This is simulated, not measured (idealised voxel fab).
Process module name: voxel capacitor over wiring
Cross-section cut: width 200 nm, square cells of 5 nm.
Each cross-section below is a grid of square cells, stated as bands in top-down order, with one or more rows of cells making up each band.
Each band's line starts with the height of the band's top and of its bottom, in nm. Then come its materials from left to right, each with its width in nm. One material with "edge to edge" fills the band from edge to edge. "blank" is empty space.
Measure heights from 0. That's the level where, below it, the as-received wafer is all one material. The lowest band is bottomless and extends downward; write it as in "0 nm and below".
Width: "30 to 40" (first number = top row, second number = bottom row, same change from row to row of cells).
Step note "identical to before" = no cross-section cell changed.
"Tabulated closed voids" lists enclosed empty spaces (at least 8 cells, no open path upward to the top), each as width x height at distance from the left edge, in nm.
after a step's settings: what the simulator itself notes on the step
You can add "overlay nm" to a step's line. For a step with a mask, it describes how far the mask lay to the right of its planned position, and a negative number describes a lay to the left.
Planned step list for the process
1 RECEIVE, material Si
2 CONFORMAL_DEP, material SiO2, thk nm 15
3 DIRECTIONAL_DEP, material TiN, thk nm 5
4 DIRECTIONAL_DEP, material Ru, thk nm 15
5 MASKED_ETCH, tone cover, mask id METAL_1, width nm 25, pitch nm 85, etch materials Ru, depth nm 15, overlay nm 0
6 MASKED_ETCH, tone cover, mask id METAL_1, width nm 25, pitch nm 85, etch materials TiN, depth nm 5, overlay nm 0
7 FILL_DEP, material lowk, thk nm 10
8 CMP, height nm 35
9 CONFORMAL_DEP, material SiCN, thk nm 5
10 DIRECTIONAL_DEP, material lowk, thk nm 20
11 MASKED_ETCH, tone open, mask id PLUG_1, width nm 15, etch materials lowk, depth nm 20, overlay nm 0
12 MASKED_ETCH, tone open, mask id PLUG_1, width nm 15, etch materials SiCN, depth nm 5, overlay nm 0
13 EPI, material Ru, thk nm 10
14 EPI, material Ru, thk nm 10
15 EPI, material Ru, thk nm 5
16 DIRECTIONAL_DEP, material TiN, thk nm 10
17 DIRECTIONAL_DEP, material Al2O3, thk nm 5
18 DIRECTIONAL_DEP, material TiN, thk nm 5
19 PATTERN, tone cover, mask id UPPER_PLATE, material resist, width nm 65, thk nm 15, overlay nm 0
20 DIRECTIONAL_ETCH, etch materials TiN, depth nm 5
21 DIRECTIONAL_ETCH, etch materials Al2O3, depth nm 5
22 STRIP, etch materials resist
23 PATTERN, tone cover, mask id LOWER_PLATE, material resist, width nm 75, thk nm 20, overlay nm 0
24 DIRECTIONAL_ETCH, etch materials TiN, depth nm 10
25 STRIP, etch materials resist
26 FILL_DEP, material SiO2, thk nm 15
27 CMP, height nm 90
28 DIRECTIONAL_DEP, material aC, thk nm 15
29 PATTERN, tone open, mask id PLUG_2, material resist, width nm 15, thk nm 30, overlay nm 0
30 DIRECTIONAL_ETCH, etch materials aC, depth nm 15
31 STRIP, etch materials resist
32 DIRECTIONAL_ETCH, etch materials SiO2, depth nm 10
33 STRIP, etch materials aC
34 CONFORMAL_DEP, material TiN, thk nm 5
35 FILL_DEP, material W, thk nm 10
36 CMP, height nm 90
37 CONFORMAL_DEP, material SiCN, thk nm 5
The first of two wafers, run as planned
Cross-section of the wafer upon arrival, representing the state reached after step 1
* 0 nm and below  Si edge to edge
* Tabulated closed voids: none
Cross-section: wafer state after step 2
* 15 nm to 0 nm  SiO2 edge to edge
* No changes below 0.
Cross-section: wafer state after step 3
* 20 nm to 15 nm  TiN edge to edge
* No changes below 15.
Cross-section: wafer state after step 4
* 35 nm to 20 nm  Ru edge to edge
* No changes below 20.
Cross-section: wafer state after step 5
* 35 nm to 20 nm  blank: 45, Ru: 25, blank: 60, Ru: 25, blank: 45
* No changes below 20.
Cross-section: wafer state after step 6
* 35 nm to 20 nm  blank: 45, Ru: 25, blank: 60, Ru: 25, blank: 45
* 20 nm to 15 nm  blank: 45, TiN: 25, blank: 60, TiN: 25, blank: 45
* No changes below 15.
Cross-section: wafer state after step 7
* 45 nm to 35 nm  lowk edge to edge
* 35 nm to 20 nm  lowk: 45, Ru: 25, lowk: 60, Ru: 25, lowk: 45
* 20 nm to 15 nm  lowk: 45, TiN: 25, lowk: 60, TiN: 25, lowk: 45
* No changes below 15.
Cross-section: wafer state after step 8
* 35 nm to 20 nm  lowk: 45, Ru: 25, lowk: 60, Ru: 25, lowk: 45
* No changes below 20.
Cross-section: wafer state after step 9
* 40 nm to 35 nm  SiCN edge to edge
* No changes below 35.
Cross-section: wafer state after step 10
* 60 nm to 40 nm  lowk edge to edge
* No changes below 40.
Cross-section: wafer state after step 11
* 60 nm to 40 nm  lowk: 55, blank: 15, lowk: 130
* No changes below 40.
Cross-section: wafer state after step 12
* 60 nm to 40 nm  lowk: 55, blank: 15, lowk: 130
* 40 nm to 35 nm  SiCN: 55, blank: 15, SiCN: 130
* No changes below 35.
Cross-section: wafer state after step 13
* 60 nm to 45 nm  lowk: 55, blank: 15, lowk: 130
* 45 nm to 40 nm  lowk: 55, Ru: 15, lowk: 130
* 40 nm to 35 nm  SiCN: 55, Ru: 15, SiCN: 130
* No changes below 35.
Cross-section: wafer state after step 14
* 60 nm to 55 nm  lowk: 55, blank: 15, lowk: 130
* 55 nm to 40 nm  lowk: 55, Ru: 15, lowk: 130
* No changes below 40.
Cross-section: wafer state after step 15
* 60 nm to 40 nm  lowk: 55, Ru: 15, lowk: 130
* No changes below 40.
Cross-section: wafer state after step 16
* 70 nm to 60 nm  TiN edge to edge
* No changes below 60.
Cross-section: wafer state after step 17
* 75 nm to 70 nm  Al2O3 edge to edge
* No changes below 70.
Cross-section: wafer state after step 18
* 80 nm to 75 nm  TiN edge to edge
* No changes below 75.
Cross-section: wafer state after step 19
* 95 nm to 80 nm  blank: 55, resist: 65, blank: 80
* No changes below 80.
Cross-section: wafer state after step 20
* 95 nm to 80 nm  blank: 55, resist: 65, blank: 80
* 80 nm to 75 nm  blank: 55, TiN: 65, blank: 80
* No changes below 75.
Cross-section: wafer state after step 21
* 95 nm to 80 nm  blank: 55, resist: 65, blank: 80
* 80 nm to 75 nm  blank: 55, TiN: 65, blank: 80
* 75 nm to 70 nm  blank: 55, Al2O3: 65, blank: 80
* No changes below 70.
Cross-section: wafer state after step 22
* 80 nm to 75 nm  blank: 55, TiN: 65, blank: 80
* No changes below 75.
Cross-section: wafer state after step 23
* 100 nm to 80 nm  blank: 50, resist: 75, blank: 75
* 80 nm to 75 nm  blank: 50, resist: 5, TiN: 65, resist: 5, blank: 75
* 75 nm to 70 nm  blank: 50, resist: 5, Al2O3: 65, resist: 5, blank: 75
* No changes below 70.
Cross-section: wafer state after step 24
* 100 nm to 80 nm  blank: 50, resist: 75, blank: 75
* 80 nm to 75 nm  blank: 50, resist: 5, TiN: 65, resist: 5, blank: 75
* 75 nm to 70 nm  blank: 50, resist: 5, Al2O3: 65, resist: 5, blank: 75
* 70 nm to 60 nm  blank: 50, TiN: 75, blank: 75
* No changes below 60.
Cross-section: wafer state after step 25
* 80 nm to 75 nm  blank: 55, TiN: 65, blank: 80
* 75 nm to 70 nm  blank: 55, Al2O3: 65, blank: 80
* No changes below 70.
Cross-section: wafer state after step 26
* 95 nm to 80 nm  SiO2 edge to edge
* 80 nm to 75 nm  SiO2: 55, TiN: 65, SiO2: 80
* 75 nm to 70 nm  SiO2: 55, Al2O3: 65, SiO2: 80
* 70 nm to 60 nm  SiO2: 50, TiN: 75, SiO2: 75
* No changes below 60.
Cross-section: wafer state after step 27
* 90 nm to 80 nm  SiO2 edge to edge
* No changes below 80.
Cross-section: wafer state after step 28
* 105 nm to 90 nm  aC edge to edge
* No changes below 90.
Cross-section: wafer state after step 29
* 135 nm to 105 nm  resist: 65, blank: 15, resist: 120
* No changes below 105.
Cross-section: wafer state after step 30
* 120 nm to 105 nm  resist: 65, blank: 15, resist: 120
* 105 nm to 90 nm  aC: 65, blank: 15, aC: 120
* No changes below 90.
Cross-section: wafer state after step 31
* 105 nm to 90 nm  aC: 65, blank: 15, aC: 120
* No changes below 90.
Cross-section: wafer state after step 32
* 105 nm to 90 nm  aC: 65, blank: 15, aC: 120
* 90 nm to 80 nm  SiO2: 65, blank: 15, SiO2: 120
* No changes below 80.
Cross-section: wafer state after step 33
* 90 nm to 80 nm  SiO2: 65, blank: 15, SiO2: 120
* No changes below 80.
Cross-section: wafer state after step 34
* 95 nm to 90 nm  TiN: 70, blank: 5, TiN: 125
* 90 nm to 85 nm  SiO2: 65, TiN: 5, blank: 5, TiN: 5, SiO2: 120
* 85 nm to 75 nm  SiO2: 65 to 55, TiN: 15 to 65, SiO2: 120 to 80
* No changes below 75.
Cross-section: wafer state after step 35
* 105 nm to 95 nm  W edge to edge
* 95 nm to 90 nm  TiN: 70, W: 5, TiN: 125
* 90 nm to 85 nm  SiO2: 65, TiN: 5, W: 5, TiN: 5, SiO2: 120
* No changes below 85.
Cross-section: wafer state after step 36
* 90 nm to 85 nm  SiO2: 65, TiN: 5, W: 5, TiN: 5, SiO2: 120
* No changes below 85.
Cross-section: wafer state after step 37
* 95 nm to 90 nm  SiCN edge to edge
* No changes below 90.
Second of two: same start, same plan, one run error; steps up to and including 28 match the first
Second wafer, section view, time point: scheduled end of step 29
* 135 nm to 105 nm  resist: 75, blank: 15, resist: 110
* No changes below 105.
Second wafer, section view, time point: scheduled end of step 30
* 120 nm to 105 nm  resist: 75, blank: 15, resist: 110
* 105 nm to 90 nm  aC: 75, blank: 15, aC: 110
* No changes below 90.
Second wafer, section view, time point: scheduled end of step 31
* 105 nm to 90 nm  aC: 75, blank: 15, aC: 110
* No changes below 90.
Second wafer, section view, time point: scheduled end of step 32
* 105 nm to 90 nm  aC: 75, blank: 15, aC: 110
* 90 nm to 80 nm  SiO2: 75, blank: 15, SiO2: 110
* No changes below 80.
Second wafer, section view, time point: scheduled end of step 33
* 90 nm to 80 nm  SiO2: 75, blank: 15, SiO2: 110
* No changes below 80.
Second wafer, section view, time point: scheduled end of step 34
* 95 nm to 90 nm  TiN: 80, blank: 5, TiN: 115
* 90 nm to 85 nm  SiO2: 75, TiN: 5, blank: 5, TiN: 5, SiO2: 110
* 85 nm to 75 nm  SiO2: 75 to 55, TiN: 15 to 65, SiO2: 110 to 80
* No changes below 75.
Second wafer, section view, time point: scheduled end of step 35
* 105 nm to 95 nm  W edge to edge
* 95 nm to 90 nm  TiN: 80, W: 5, TiN: 115
* 90 nm to 85 nm  SiO2: 75, TiN: 5, W: 5, TiN: 5, SiO2: 110
* No changes below 85.
Second wafer, section view, time point: scheduled end of step 36
* 90 nm to 85 nm  SiO2: 75, TiN: 5, W: 5, TiN: 5, SiO2: 110
* No changes below 85.
Second wafer, section view, time point: scheduled end of step 37
* 95 nm to 90 nm  SiCN edge to edge
* No changes below 90.
Against the plan, the run slipped here: contrary to plan, step 29 was performed as PATTERN, tone open, mask id PLUG_2, material resist, width nm 15, thk nm 30, overlay nm 10
So at the finish, the second wafer's got exactly as many cells of each material as the first, just not in the same spots.
